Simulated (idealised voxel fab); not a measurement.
Process module, titled voxel air gaps
In the cross-section labelled cut, the width is 265 nm and each square cell is 5 nm.
Cross-section, as written here: a square-cell grid given band by band from the top down, where a band holds one or more rows of cells.
Band: top and bottom heights (nm) first, top before bottom; then materials from left to right, widths in nm. "everywhere" marks a sole material filling the band edge to edge. "blank" denotes empty space.
Counting heights begins at 0, where everything beneath is, in the wafer as received, one material. The lowest band has no bottom; it goes on downwards, as "0 and below" shows.
Width "30->40": first value at the band's top row of cells, second value at its bottom row, equal change from row to row.
Step marked "remained the same"? Then no cell in the cross-section changed in it.
Closed empty spaces (no open way to the top) of 8 cells or more are what "Sealed internal voids" lists, each as width x height at distance from the left edge, nm for all three.
Post-settings text on a step line: simulator's own remark regarding the step.
overlay nm: step with mask; distance mask lay right of planned place; negative value = left of planned place.

HERE'S WHAT THE PLANNED PROCESS STEPS LOOK LIKE
1: RECEIVE [material Si]
2: CONFORMAL_DEP [material SiO2] [thk nm 15]
3: CONFORMAL_DEP [material SiCN] [thk nm 5]
4: DIRECTIONAL_DEP [material lowk] [thk nm 35]
5: MASKED_ETCH [tone open] [mask id LINES] [width nm 20] [pitch nm 50] [etch materials lowk] [depth nm 35] [overlay nm 0]
6: CONFORMAL_DEP [material TiN] [thk nm 5]
7: FILL_DEP [material Ru] [thk nm 5]
8: CMP [height nm 55]
9: EPI [material Ru] [thk nm 10]
10: SELECTIVE_ETCH [etch materials lowk] [depth nm 45]
11: CONFORMAL_DEP [material SiCN] [thk nm 5]

RUN AS PLANNED: FIRST OF TWO WAFERS

CROSS-SECTIONAL VIEW OF THE WAFER IN ITS AS-RECEIVED CONDITION, CORRESPONDING TO THE STATE AFTER STEP 1
- 0 and below | Si everywhere
- Sealed internal voids: none

UPON COMPLETION OF STEP 2, THE WAFER APPEARS IN CROSS-SECTION AS SHOWN
- 15 down to 0 | SiO2 everywhere
- Nothing below the height 0 has changed.

UPON COMPLETION OF STEP 3, THE WAFER APPEARS IN CROSS-SECTION AS SHOWN
- 20 down to 15 | SiCN everywhere
- Nothing below the height 15 has changed.

UPON COMPLETION OF STEP 4, THE WAFER APPEARS IN CROSS-SECTION AS SHOWN
- 55 down to 20 | lowk everywhere
- Nothing below the height 20 has changed.

UPON COMPLETION OF STEP 5, THE WAFER APPEARS IN CROSS-SECTION AS SHOWN
- 55 down to 20 | lowk 70 nm, then blank 20 nm, then lowk 30 nm, then blank 20 nm, then lowk 30 nm, then blank 20 nm, then lowk 75 nm
- Nothing below the height 20 has changed.

UPON COMPLETION OF STEP 6, THE WAFER APPEARS IN CROSS-SECTION AS SHOWN
- 60 down to 55 | TiN 75 nm, then blank 10 nm, then TiN 40 nm, then blank 10 nm, then TiN 40 nm, then blank 10 nm, then TiN 80 nm
- 55 down to 25 | lowk 70 nm, then TiN 5 nm, then blank 10 nm, then TiN 5 nm, then lowk 30 nm, then TiN 5 nm, then blank 10 nm, then TiN 5 nm, then lowk 30 nm, then TiN 5 nm, then blank 10 nm, then TiN 5 nm, then lowk 75 nm
- 25 down to 20 | lowk 70 nm, then TiN 20 nm, then lowk 30 nm, then TiN 20 nm, then lowk 30 nm, then TiN 20 nm, then lowk 75 nm
- Nothing below the height 20 has changed.

UPON COMPLETION OF STEP 7, THE WAFER APPEARS IN CROSS-SECTION AS SHOWN
- 65 down to 60 | Ru everywhere
- 60 down to 55 | TiN 75 nm, then Ru 10 nm, then TiN 40 nm, then Ru 10 nm, then TiN 40 nm, then Ru 10 nm, then TiN 80 nm
- 55 down to 25 | lowk 70 nm, then TiN 5 nm, then Ru 10 nm, then TiN 5 nm, then lowk 30 nm, then TiN 5 nm, then Ru 10 nm, then TiN 5 nm, then lowk 30 nm, then TiN 5 nm, then Ru 10 nm, then TiN 5 nm, then lowk 75 nm
- Nothing below the height 25 has changed.

UPON COMPLETION OF STEP 8, THE WAFER APPEARS IN CROSS-SECTION AS SHOWN
- 55 down to 25 | lowk 70 nm, then TiN 5 nm, then Ru 10 nm, then TiN 5 nm, then lowk 30 nm, then TiN 5 nm, then Ru 10 nm, then TiN 5 nm, then lowk 30 nm, then TiN 5 nm, then Ru 10 nm, then TiN 5 nm, then lowk 75 nm
- Nothing below the height 25 has changed.

UPON COMPLETION OF STEP 9, THE WAFER APPEARS IN CROSS-SECTION AS SHOWN
- 65 down to 55 | blank 60 nm, then Ru 40 nm, then blank 10 nm, then Ru 40 nm, then blank 10 nm, then Ru 40 nm, then blank 65 nm
- Nothing below the height 55 has changed.

UPON COMPLETION OF STEP 10, THE WAFER APPEARS IN CROSS-SECTION AS SHOWN
- 65 down to 55 | blank 60 nm, then Ru 40 nm, then blank 10 nm, then Ru 40 nm, then blank 10 nm, then Ru 40 nm, then blank 65 nm
- 55 down to 25 | blank 70 nm, then TiN 5 nm, then Ru 10 nm, then TiN 5 nm, then blank 30 nm, then TiN 5 nm, then Ru 10 nm, then TiN 5 nm, then blank 30 nm, then TiN 5 nm, then Ru 10 nm, then TiN 5 nm, then blank 75 nm
- 25 down to 20 | blank 70 nm, then TiN 20 nm, then blank 30 nm, then TiN 20 nm, then blank 30 nm, then TiN 20 nm, then blank 75 nm
- Nothing below the height 20 has changed.

UPON COMPLETION OF STEP 11, THE WAFER APPEARS IN CROSS-SECTION AS SHOWN
- 70 down to 65 | blank 55 nm, then SiCN 150 nm, then blank 60 nm
- 65 down to 55 | blank 55 nm, then SiCN 5 nm, then Ru 40 nm, then SiCN 10 nm, then Ru 40 nm, then SiCN 10 nm, then Ru 40 nm, then SiCN 5 nm, then blank 60 nm
- 55 down to 50 | blank 55 nm, then SiCN 15 nm, then TiN 5 nm, then Ru 10 nm, then TiN 5 nm, then SiCN 30 nm, then TiN 5 nm, then Ru 10 nm, then TiN 5 nm, then SiCN 30 nm, then TiN 5 nm, then Ru 10 nm, then TiN 5 nm, then SiCN 15 nm, then blank 60 nm
- 50 down to 25 | blank 65 nm, then SiCN 5 nm, then TiN 5 nm, then Ru 10 nm, then TiN 5 nm, then SiCN 5 nm, then blank 20 nm, then SiCN 5 nm, then TiN 5 nm, then Ru 10 nm, then TiN 5 nm, then SiCN 5 nm, then blank 20 nm, then SiCN 5 nm, then TiN 5 nm, then Ru 10 nm, then TiN 5 nm, then SiCN 5 nm, then blank 70 nm
- 25 down to 20 | SiCN 70 nm, then TiN 20 nm, then SiCN 30 nm, then TiN 20 nm, then SiCN 30 nm, then TiN 20 nm, then SiCN 75 nm
- Nothing below the height 20 has changed.
- Sealed internal voids: 20 x 25 at 95; 20 x 25 at 145

SECOND WAFER. START AND PLAN AS FOR THE FIRST. ONE MISTAKE MADE IN RUNNING. AGREES WITH THE FIRST UP TO AND INCLUDING STEP 8

AT THE PLANNED END OF STEP 9, THE SECOND WAFER IN CROSS-SECTION
- 75 down to 55 | blank 50 nm, then Ru 160 nm, then blank 55 nm
- Nothing below the height 55 has changed.

AT THE PLANNED END OF STEP 10, THE SECOND WAFER IN CROSS-SECTION
- 75 down to 55 | blank 50 nm, then Ru 160 nm, then blank 55 nm
- 55 down to 25 | blank 70 nm, then TiN 5 nm, then Ru 10 nm, then TiN 5 nm, then lowk 30 nm, then TiN 5 nm, then Ru 10 nm, then TiN 5 nm, then lowk 30 nm, then TiN 5 nm, then Ru 10 nm, then TiN 5 nm, then blank 75 nm
- 25 down to 20 | blank 70 nm, then TiN 20 nm, then lowk 30 nm, then TiN 20 nm, then lowk 30 nm, then TiN 20 nm, then blank 75 nm
- Nothing below the height 20 has changed.

AT THE PLANNED END OF STEP 11, THE SECOND WAFER IN CROSS-SECTION
- 80 down to 75 | blank 45 nm, then SiCN 170 nm, then blank 50 nm
- 75 down to 55 | blank 45 nm, then SiCN 5 nm, then Ru 160 nm, then SiCN 5 nm, then blank 50 nm
- 55 down to 50 | blank 45 nm, then SiCN 25 nm, then TiN 5 nm, then Ru 10 nm, then TiN 5 nm, then lowk 30 nm, then TiN 5 nm, then Ru 10 nm, then TiN 5 nm, then lowk 30 nm, then TiN 5 nm, then Ru 10 nm, then TiN 5 nm, then SiCN 25 nm, then blank 50 nm
- 50 down to 25 | blank 65 nm, then SiCN 5 nm, then TiN 5 nm, then Ru 10 nm, then TiN 5 nm, then lowk 30 nm, then TiN 5 nm, then Ru 10 nm, then TiN 5 nm, then lowk 30 nm, then TiN 5 nm, then Ru 10 nm, then TiN 5 nm, then SiCN 5 nm, then blank 70 nm
- 25 down to 20 | SiCN 70 nm, then TiN 20 nm, then lowk 30 nm, then TiN 20 nm, then lowk 30 nm, then TiN 20 nm, then SiCN 75 nm
- Nothing below the height 20 has changed.
Deviation from plan: yeah, plan step 9 got run twice
Materials where the second wafer ends with more or fewer cells than the first: +80 Ru, -40 SiCN, +84 lowk
Upon completion, the first wafer exhibits 2 closed voids and the second wafer exhibits 0.
